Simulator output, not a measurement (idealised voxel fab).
Name of the process module below: voxel capacitor over wiring
This is section cut - it's 260 nm across, gridded in 5 nm square cells.
When this document writes out a cross-section, it uses a grid of square cells and lists it as bands, beginning at the top and moving down, with a band standing for one or more rows of cells.
This entry defines a band. It first specifies the height of the band's top and the height of its bottom in nm, and then specifies the band's materials from left to right, stating each material with its width in nm. The word "full width" identifies a single material that fills the band from edge to edge, while the word "empty" identifies empty space.
We count height from 0. Below that, the starting wafer is all one material. The lowest band never ends at the bottom but goes on down; see "0 -> down" for how that is written.
A width such as "30 to 40" changes by the same amount from each row of cells to the next, from the band's top row to its bottom row.
For the purposes of this document, the phrase "no alterations made" attached to a step denotes that no cell within the cross-section was modified by that step.
The entry titled "Entrapped voids" provides the empty spaces that have no open way to the top, restricted to those of 8 cells or more. Each is presented as width x height at distance, the distance being measured from the left edge, with all three in nm.
Note: text after step settings on the step line = simulator remark on that step.
What "overlay nm" on a step's line means: if the step has a mask, that mask lay this far to the right of its planned place, or, when the value is negative, to the left.
Here's what the planned process steps look like:
step 1: RECEIVE | material Si
step 2: CONFORMAL_DEP | material SiO2 | thk nm 15
step 3: CONFORMAL_DEP | material SiCN | thk nm 5
step 4: DIRECTIONAL_DEP | material SiO2 | thk nm 15
step 5: MASKED_ETCH | tone open | mask id METAL_1 | width nm 30 | pitch nm 100 | etch materials SiO2 | depth nm 15 | overlay nm 0
step 6: MASKED_ETCH | tone open | mask id METAL_1 | width nm 30 | pitch nm 100 | etch materials SiCN | depth nm 5 | overlay nm 0
step 7: CONFORMAL_DEP | material TiN | thk nm 5
step 8: FILL_DEP | material Cu | thk nm 5
step 9: CMP | height nm 35
step 10: EPI | material Ru | thk nm 5
step 11: FILL_DEP | material SiCN | thk nm 5
step 12: DIRECTIONAL_DEP | material SiO2 | thk nm 15
step 13: MASKED_ETCH | tone open | mask id PLUG_1 | width nm 15 | etch materials SiO2 | depth nm 15 | overlay nm 0
step 14: MASKED_ETCH | tone open | mask id PLUG_1 | width nm 15 | etch materials SiCN | depth nm 5 | overlay nm 0
step 15: EPI | material Ru | thk nm 10
step 16: EPI | material Ru | thk nm 10
step 17: DIRECTIONAL_DEP | material TiN | thk nm 5
step 18: DIRECTIONAL_DEP | material Al2O3 | thk nm 5
step 19: DIRECTIONAL_DEP | material TiN | thk nm 10
step 20: MASKED_ETCH | tone cover | mask id UPPER_PLATE | width nm 75 | etch materials TiN | depth nm 10 | overlay nm 0
step 21: MASKED_ETCH | tone cover | mask id UPPER_PLATE | width nm 75 | etch materials Al2O3 | depth nm 5 | overlay nm 0
step 22: PATTERN | tone cover | mask id LOWER_PLATE | material resist | width nm 85 | thk nm 15 | overlay nm 0
step 23: DIRECTIONAL_ETCH | etch materials TiN | depth nm 5
step 24: STRIP | etch materials resist
step 25: FILL_DEP | material SiO2 | thk nm 20
step 26: CMP | height nm 95
step 27: PATTERN | tone open | mask id PLUG_2 | material resist | width nm 15 | thk nm 15 | overlay nm 0
step 28: DIRECTIONAL_ETCH | etch materials SiO2 | depth nm 15
step 29: STRIP | etch materials resist
step 30: CONFORMAL_DEP | material TiN | thk nm 5
step 31: FILL_DEP | material Ru | thk nm 10
step 32: CMP | height nm 95
step 33: CONFORMAL_DEP | material SiN | thk nm 5
Received-state cross-section, reflecting completion of step 1:
	0 -> down: Si full width
	Entrapped voids: none
End-of-module cross-section of the first of two wafers, processed as planned:
	100 -> 95: SiN full width
	95 -> 85: 90 nm SiO2, 5 nm TiN, 5 nm Ru, 5 nm TiN, 155 nm SiO2
	85 -> 80: 90 nm SiO2, 15 nm TiN, 155 nm SiO2
	80 -> 70: 80 nm SiO2, 75 nm TiN, 105 nm SiO2
	70 -> 65: 80 nm SiO2, 75 nm Al2O3, 105 nm SiO2
	65 -> 60: 75 nm SiO2, 85 nm TiN, 100 nm SiO2
	60 -> 45: 80 nm SiO2, 15 nm Ru, 165 nm SiO2
	45 -> 40: 80 nm SiCN, 15 nm Ru, 165 nm SiCN
	40 -> 35: 60 nm SiCN, 40 nm Ru, 60 nm SiCN, 40 nm Ru, 60 nm SiCN
	35 -> 20: 65 nm SiO2, 5 nm TiN, 20 nm Cu, 5 nm TiN, 70 nm SiO2, 5 nm TiN, 20 nm Cu, 5 nm TiN, 65 nm SiO2
	20 -> 15: 65 nm SiCN, 30 nm TiN, 70 nm SiCN, 30 nm TiN, 65 nm SiCN
	15 -> 0: SiO2 full width
	0 -> down: Si full width
	Entrapped voids: none
Wafer two, end of module, cross-section. Same start, same plan as wafer one. One mistake in the run:
	100 -> 95: SiN full width
	95 -> 90: 90 nm SiO2, 15 nm TiN, 155 nm SiO2
	90 -> 80: 90 nm SiO2, 65 nm TiN, 105 nm SiO2
	80 -> 75: 95 nm SiO2, 60 nm Al2O3, 105 nm SiO2
	75 -> 70: 75 nm SiO2, 5 nm TiN, 15 nm SiO2, 65 nm TiN, 100 nm SiO2
	70 -> 60: 80 nm SiO2, 15 nm TiN, 165 nm SiO2
	60 -> 55: 80 nm SiO2, 15 nm Al2O3, 165 nm SiO2
	55 -> 50: 80 nm SiCN, 15 nm TiN, 165 nm SiCN
	50 -> 40: SiCN full width
	40 -> 35: 60 nm SiCN, 40 nm Ru, 60 nm SiCN, 40 nm Ru, 60 nm SiCN
	35 -> 20: 65 nm SiO2, 5 nm TiN, 20 nm Cu, 5 nm TiN, 70 nm SiO2, 5 nm TiN, 20 nm Cu, 5 nm TiN, 65 nm SiO2
	20 -> 15: 65 nm SiCN, 30 nm TiN, 70 nm SiCN, 30 nm TiN, 65 nm SiCN
	15 -> 0: SiO2 full width
	0 -> down: Si full width
	Entrapped voids: none
Deviation noted in wafer processing: off-plan run, step 11, actual operation and settings FILL_DEP | material SiCN | thk nm 15
Final comparison by cell count, materials where the second wafer has more or fewer than the first: 14 fewer of Ru | 104 more of SiCN | 88 fewer of SiO2 | 2 fewer of TiN
